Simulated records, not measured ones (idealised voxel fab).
process module | voxel capacitor over wiring
cross-section cut | 185 nm wide | cells 5 nm
A cross-section is a grid of square cells, given in bands from the top down. A band is one or more rows of cells.
Each band's line starts with the height of the band's top and of its bottom, in nm. Then come its materials from left to right, each with its width in nm. One material with "throughout" fills the band from edge to edge. "air" is empty space.
Height 0 is the level under which the wafer as received is all one material. The lowest band goes on downwards, as in "0 down".
A width such as "30 to 40" changes by the same amount from each row of cells to the next, from the band's top row to its bottom row.
"no change" after a step means that no cell of the cross-section changed.
closed voids: empty space of 8 cells or more with no open way to the top, each as width x height at its distance from the left edge, in nm
after a step's settings: what the simulator itself notes on the step
overlay nm, on a step with a mask: how far to the right of its planned place the mask lay; to the left if negative
plan
1 op RECEIVE | material Si
2 op CONFORMAL_DEP | material SiO2 | thk nm 10
3 op CONFORMAL_DEP | material SiCN | thk nm 5
4 op DIRECTIONAL_DEP | material lowk | thk nm 15
5 op MASKED_ETCH | tone open | mask id METAL_1 | width nm 30 | pitch nm 85 | etch materials lowk | depth nm 15 | overlay nm 0
6 op MASKED_ETCH | tone open | mask id METAL_1 | width nm 30 | pitch nm 85 | etch materials SiCN | depth nm 5 | overlay nm 0
7 op CONFORMAL_DEP | material TiN | thk nm 5
8 op FILL_DEP | material Cu | thk nm 5
9 op CMP | height nm 30
10 op CONFORMAL_DEP | material SiCN | thk nm 5
11 op DIRECTIONAL_DEP | material SiO2 | thk nm 10
12 op PATTERN | tone open | mask id PLUG_1 | material resist | width nm 15 | thk nm 20 | overlay nm 0
13 op DIRECTIONAL_ETCH | etch materials SiO2 | depth nm 10
14 op DIRECTIONAL_ETCH | etch materials SiCN | depth nm 5
15 op STRIP | etch materials resist
16 op CONFORMAL_DEP | material TiN | thk nm 5
17 op FILL_DEP | material Cu | thk nm 5
18 op CMP | height nm 45
19 op DIRECTIONAL_DEP | material TiN | thk nm 5
20 op DIRECTIONAL_DEP | material SiN | thk nm 5
21 op DIRECTIONAL_DEP | material TiN | thk nm 5
22 op PATTERN | tone cover | mask id UPPER_PLATE | material resist | width nm 60 | thk nm 20 | overlay nm 0
23 op DIRECTIONAL_ETCH | etch materials TiN | depth nm 5
24 op DIRECTIONAL_ETCH | etch materials SiN | depth nm 5
25 op STRIP | etch materials resist
26 op PATTERN | tone cover | mask id LOWER_PLATE | material resist | width nm 70 | thk nm 20 | overlay nm 0
27 op DIRECTIONAL_ETCH | etch materials TiN | depth nm 5
28 op STRIP | etch materials resist
29 op FILL_DEP | material SiO2 | thk nm 20
30 op CMP | height nm 75
31 op MASKED_ETCH | tone open | mask id PLUG_2 | width nm 15 | etch materials SiO2 | depth nm 15 | overlay nm 0
32 op CONFORMAL_DEP | material TiN | thk nm 5
33 op FILL_DEP | material Ru | thk nm 5
34 op CMP | height nm 75
35 op CONFORMAL_DEP | material SiCN | thk nm 5
first wafer, as planned
as received, after step 1
  0 down: Si throughout
  closed voids: none
after step 2
  10 to 0: SiO2 throughout
  below 0: unchanged
after step 3
  15 to 10: SiCN throughout
  below 10: unchanged
after step 4
  30 to 15: lowk throughout
  below 15: unchanged
after step 5
  30 to 15: lowk 35 | air 30 | lowk 55 | air 30 | lowk 35
  below 15: unchanged
after step 6
  30 to 15: lowk 35 | air 30 | lowk 55 | air 30 | lowk 35
  15 to 10: SiCN 35 | air 30 | SiCN 55 | air 30 | SiCN 35
  below 10: unchanged
after step 7
  35 to 30: TiN 40 | air 20 | TiN 65 | air 20 | TiN 40
  30 to 15: lowk 35 | TiN 5 | air 20 | TiN 5 | lowk 55 | TiN 5 | air 20 | TiN 5 | lowk 35
  15 to 10: SiCN 35 | TiN 30 | SiCN 55 | TiN 30 | SiCN 35
  below 10: unchanged
after step 8
  40 to 35: Cu throughout
  35 to 30: TiN 40 | Cu 20 | TiN 65 | Cu 20 | TiN 40
  30 to 15: lowk 35 | TiN 5 | Cu 20 | TiN 5 | lowk 55 | TiN 5 | Cu 20 | TiN 5 | lowk 35
  below 15: unchanged
after step 9
  30 to 15: lowk 35 | TiN 5 | Cu 20 | TiN 5 | lowk 55 | TiN 5 | Cu 20 | TiN 5 | lowk 35
  below 15: unchanged
after step 10
  35 to 30: SiCN throughout
  below 30: unchanged
after step 11
  45 to 35: SiO2 throughout
  below 35: unchanged
after step 12
  65 to 45: resist 50 | air 15 | resist 120
  below 45: unchanged
after step 13
  65 to 45: resist 50 | air 15 | resist 120
  45 to 35: SiO2 50 | air 15 | SiO2 120
  below 35: unchanged
after step 14
  65 to 45: resist 50 | air 15 | resist 120
  45 to 35: SiO2 50 | air 15 | SiO2 120
  35 to 30: SiCN 50 | air 15 | SiCN 120
  below 30: unchanged
after step 15
  45 to 35: SiO2 50 | air 15 | SiO2 120
  below 35: unchanged
after step 16
  50 to 45: TiN 55 | air 5 | TiN 125
  45 to 35: SiO2 50 | TiN 5 | air 5 | TiN 5 | SiO2 120
  35 to 30: SiCN 50 | TiN 15 | SiCN 120
  below 30: unchanged
after step 17
  55 to 50: Cu throughout
  50 to 45: TiN 55 | Cu 5 | TiN 125
  45 to 35: SiO2 50 | TiN 5 | Cu 5 | TiN 5 | SiO2 120
  below 35: unchanged
after step 18
  45 to 35: SiO2 50 | TiN 5 | Cu 5 | TiN 5 | SiO2 120
  below 35: unchanged
after step 19
  50 to 45: TiN throughout
  below 45: unchanged
after step 20
  55 to 50: SiN throughout
  below 50: unchanged
after step 21
  60 to 55: TiN throughout
  below 55: unchanged
after step 22
  80 to 60: air 50 | resist 60 | air 75
  below 60: unchanged
after step 23
  80 to 60: air 50 | resist 60 | air 75
  60 to 55: air 50 | TiN 60 | air 75
  below 55: unchanged
after step 24
  80 to 60: air 50 | resist 60 | air 75
  60 to 55: air 50 | TiN 60 | air 75
  55 to 50: air 50 | SiN 60 | air 75
  below 50: unchanged
after step 25
  60 to 55: air 50 | TiN 60 | air 75
  below 55: unchanged
after step 26
  80 to 60: air 45 | resist 70 | air 70
  60 to 55: air 45 | resist 5 | TiN 60 | resist 5 | air 70
  55 to 50: air 45 | resist 5 | SiN 60 | resist 5 | air 70
  below 50: unchanged
after step 27
  80 to 60: air 45 | resist 70 | air 70
  60 to 55: air 45 | resist 5 | TiN 60 | resist 5 | air 70
  55 to 50: air 45 | resist 5 | SiN 60 | resist 5 | air 70
  50 to 45: air 45 | TiN 70 | air 70
  below 45: unchanged
after step 28
  60 to 55: air 50 | TiN 60 | air 75
  55 to 50: air 50 | SiN 60 | air 75
  below 50: unchanged
after step 29
  80 to 60: SiO2 throughout
  60 to 55: SiO2 50 | TiN 60 | SiO2 75
  55 to 50: SiO2 50 | SiN 60 | SiO2 75
  50 to 45: SiO2 45 | TiN 70 | SiO2 70
  below 45: unchanged
after step 30
  75 to 60: SiO2 throughout
  below 60: unchanged
after step 31
  75 to 60: SiO2 60 | air 15 | SiO2 110
  below 60: unchanged
after step 32
  80 to 75: TiN 65 | air 5 | TiN 115
  75 to 65: SiO2 60 | TiN 5 | air 5 | TiN 5 | SiO2 110
  65 to 55: SiO2 60 to 50 | TiN 15 to 60 | SiO2 110 to 75
  below 55: unchanged
after step 33
  85 to 80: Ru throughout
  80 to 75: TiN 65 | Ru 5 | TiN 115
  75 to 65: SiO2 60 | TiN 5 | Ru 5 | TiN 5 | SiO2 110
  below 65: unchanged
after step 34
  75 to 65: SiO2 60 | TiN 5 | Ru 5 | TiN 5 | SiO2 110
  below 65: unchanged
after step 35
  80 to 75: SiCN throughout
  below 75: unchanged
second wafer: like start, like plan, one mistake. Through step 4 it matches the first wafer
when step 5 should have ended
  30 to 15: lowk 30 | air 30 | lowk 55 | air 30 | lowk 40
  below 15: unchanged
when step 6 should have ended
  30 to 15: lowk 30 | air 30 | lowk 55 | air 30 | lowk 40
  15 to 10: SiCN 35 | air 25 | SiCN 60 | air 25 | SiCN 40
  below 10: unchanged
when step 7 should have ended
  35 to 30: TiN 35 | air 20 | TiN 65 | air 20 | TiN 45
  30 to 20: lowk 30 | TiN 5 | air 20 | TiN 5 | lowk 55 | TiN 5 | air 20 | TiN 5 | lowk 40
  20 to 15: lowk 30 | TiN 10 | air 15 | TiN 5 | lowk 55 | TiN 10 | air 15 | TiN 5 | lowk 40
  15 to 10: SiCN 35 | TiN 25 | SiCN 60 | TiN 25 | SiCN 40
  below 10: unchanged
when step 8 should have ended
  40 to 35: Cu throughout
  35 to 30: TiN 35 | Cu 20 | TiN 65 | Cu 20 | TiN 45
  30 to 20: lowk 30 | TiN 5 | Cu 20 | TiN 5 | lowk 55 | TiN 5 | Cu 20 | TiN 5 | lowk 40
  20 to 15: lowk 30 | TiN 10 | Cu 15 | TiN 5 | lowk 55 | TiN 10 | Cu 15 | TiN 5 | lowk 40
  below 15: unchanged
when step 9 should have ended
  30 to 20: lowk 30 | TiN 5 | Cu 20 | TiN 5 | lowk 55 | TiN 5 | Cu 20 | TiN 5 | lowk 40
  below 20: unchanged
when step 10 should have ended
  35 to 30: SiCN throughout
  below 30: unchanged
when step 11 should have ended
  45 to 35: SiO2 throughout
  below 35: unchanged
when step 12 should have ended
  65 to 45: resist 50 | air 15 | resist 120
  below 45: unchanged
when step 13 should have ended
  65 to 45: resist 50 | air 15 | resist 120
  45 to 35: SiO2 50 | air 15 | SiO2 120
  below 35: unchanged
when step 14 should have ended
  65 to 45: resist 50 | air 15 | resist 120
  45 to 35: SiO2 50 | air 15 | SiO2 120
  35 to 30: SiCN 50 | air 15 | SiCN 120
  below 30: unchanged
when step 15 should have ended
  45 to 35: SiO2 50 | air 15 | SiO2 120
  below 35: unchanged
when step 16 should have ended
  50 to 45: TiN 55 | air 5 | TiN 125
  45 to 35: SiO2 50 | TiN 5 | air 5 | TiN 5 | SiO2 120
  35 to 30: SiCN 50 | TiN 15 | SiCN 120
  below 30: unchanged
when step 17 should have ended
  55 to 50: Cu throughout
  50 to 45: TiN 55 | Cu 5 | TiN 125
  45 to 35: SiO2 50 | TiN 5 | Cu 5 | TiN 5 | SiO2 120
  below 35: unchanged
when step 18 should have ended
  45 to 35: SiO2 50 | TiN 5 | Cu 5 | TiN 5 | SiO2 120
  below 35: unchanged
when step 19 should have ended
  50 to 45: TiN throughout
  below 45: unchanged
when step 20 should have ended
  55 to 50: SiN throughout
  below 50: unchanged
when step 21 should have ended
  60 to 55: TiN throughout
  below 55: unchanged
when step 22 should have ended
  80 to 60: air 50 | resist 60 | air 75
  below 60: unchanged
when step 23 should have ended
  80 to 60: air 50 | resist 60 | air 75
  60 to 55: air 50 | TiN 60 | air 75
  below 55: unchanged
when step 24 should have ended
  80 to 60: air 50 | resist 60 | air 75
  60 to 55: air 50 | TiN 60 | air 75
  55 to 50: air 50 | SiN 60 | air 75
  below 50: unchanged
when step 25 should have ended
  60 to 55: air 50 | TiN 60 | air 75
  below 55: unchanged
when step 26 should have ended
  80 to 60: air 45 | resist 70 | air 70
  60 to 55: air 45 | resist 5 | TiN 60 | resist 5 | air 70
  55 to 50: air 45 | resist 5 | SiN 60 | resist 5 | air 70
  below 50: unchanged
when step 27 should have ended
  80 to 60: air 45 | resist 70 | air 70
  60 to 55: air 45 | resist 5 | TiN 60 | resist 5 | air 70
  55 to 50: air 45 | resist 5 | SiN 60 | resist 5 | air 70
  50 to 45: air 45 | TiN 70 | air 70
  below 45: unchanged
when step 28 should have ended
  60 to 55: air 50 | TiN 60 | air 75
  55 to 50: air 50 | SiN 60 | air 75
  below 50: unchanged
when step 29 should have ended
  80 to 60: SiO2 throughout
  60 to 55: SiO2 50 | TiN 60 | SiO2 75
  55 to 50: SiO2 50 | SiN 60 | SiO2 75
  50 to 45: SiO2 45 | TiN 70 | SiO2 70
  below 45: unchanged
when step 30 should have ended
  75 to 60: SiO2 throughout
  below 60: unchanged
when step 31 should have ended
  75 to 60: SiO2 60 | air 15 | SiO2 110
  below 60: unchanged
when step 32 should have ended
  80 to 75: TiN 65 | air 5 | TiN 115
  75 to 65: SiO2 60 | TiN 5 | air 5 | TiN 5 | SiO2 110
  65 to 55: SiO2 60 to 50 | TiN 15 to 60 | SiO2 110 to 75
  below 55: unchanged
when step 33 should have ended
  85 to 80: Ru throughout
  80 to 75: TiN 65 | Ru 5 | TiN 115
  75 to 65: SiO2 60 | TiN 5 | Ru 5 | TiN 5 | SiO2 110
  below 65: unchanged
when step 34 should have ended
  75 to 65: SiO2 60 | TiN 5 | Ru 5 | TiN 5 | SiO2 110
  below 65: unchanged
when step 35 should have ended
  80 to 75: SiCN throughout
  below 75: unchanged
what went wrong: step 5 ran as: op MASKED_ETCH | tone open | mask id METAL_1 | width nm 30 | pitch nm 85 | etch materials lowk | depth nm 15 | overlay nm -5
at the end the second wafer has, in cells: 2 fewer of Cu | 2 more of SiCN
